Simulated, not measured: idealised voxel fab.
This section sets out a process module, namely voxel lift off.
In the cross-section labelled cut, the width is 230 nm and each square cell is 5 nm.
The cross-sections in this document take the form of a grid made of square cells. They are written out as bands, in order from top to bottom. Each band consists of one or more rows of cells. Top, bottom (nm), then materials left to right with widths (nm); lone material tagged "all across" fills the whole band edge to edge; "air" = empty space. Height datum 0, below which the as-received substrate wafer is one material. Lowest band open at the bottom, running downward: "0 down". A width given as "30->40" starts at the first number in the band's top row and ends at the second number in its bottom row, shifting by an equal amount at every step from row to row. When a step is marked "remained unchanged", none of the cells in the cross-section changed during that step. Look at "Enclosed void listing" for the closed voids: empty spaces with no open path to the top, sized 8 cells or up. Each is width x height at distance, distance from the left edge, all nm. On a step's line, text after the settings is the simulator commenting on that step. On any step carrying a mask, the "overlay nm" setting, if present on the step's line, tells how far right of its planned place the mask lay; negative values point to the left.
HERE'S WHAT THE PLANNED PROCESS STEPS LOOK LIKE
| 1 | RECEIVE, material Si |
| 2 | CONFORMAL_DEP, material SiN, thk nm 15 |
| 3 | PATTERN, tone open, mask id LINES, material resist, width nm 15, pitch nm 55, thk nm 15, overlay nm 0 |
| 4 | DIRECTIONAL_DEP, material Ru, thk nm 5 |
| 5 | STRIP, etch materials resist |
| 6 | CONFORMAL_DEP, material SiO2, thk nm 10 |
Be aware that, although all wafers share a common starting state, the width nm at step 3 differs among them, and the plan displays the first wafer's value.
AFTER STEP 1, AS RECEIVED: FIRST OF SEVERAL WAFERS, CROSS-SECTION
	0 down = Si all across
	Enclosed void listing: none
SO IN THIS TABLE EVERY WAFER GETS ITS OWN ROW, AND WHAT YOU SEE IS WHERE IT STANDS AT THE END OF THE MODULE: FOR EACH MATERIAL, HOW MANY CELLS IT PICKED UP (+) OR GAVE UP (-) SINCE WE RECEIVED IT, AND AFTER THAT ITS CLOSED VOIDS
width nm 15, +9 Ru, +138 SiN, +104 SiO2, Enclosed void listing: none
width nm 20, +12 Ru, +138 SiN, +104 SiO2, Enclosed void listing: none
width nm 25, +15 Ru, +138 SiN, +104 SiO2, Enclosed void listing: none
width nm 30, +18 Ru, +138 SiN, +104 SiO2, Enclosed void listing: none
width nm 35, +21 Ru, +138 SiN, +104 SiO2, Enclosed void listing: none
width nm 40, +24 Ru, +138 SiN, +102 SiO2, Enclosed void listing: none
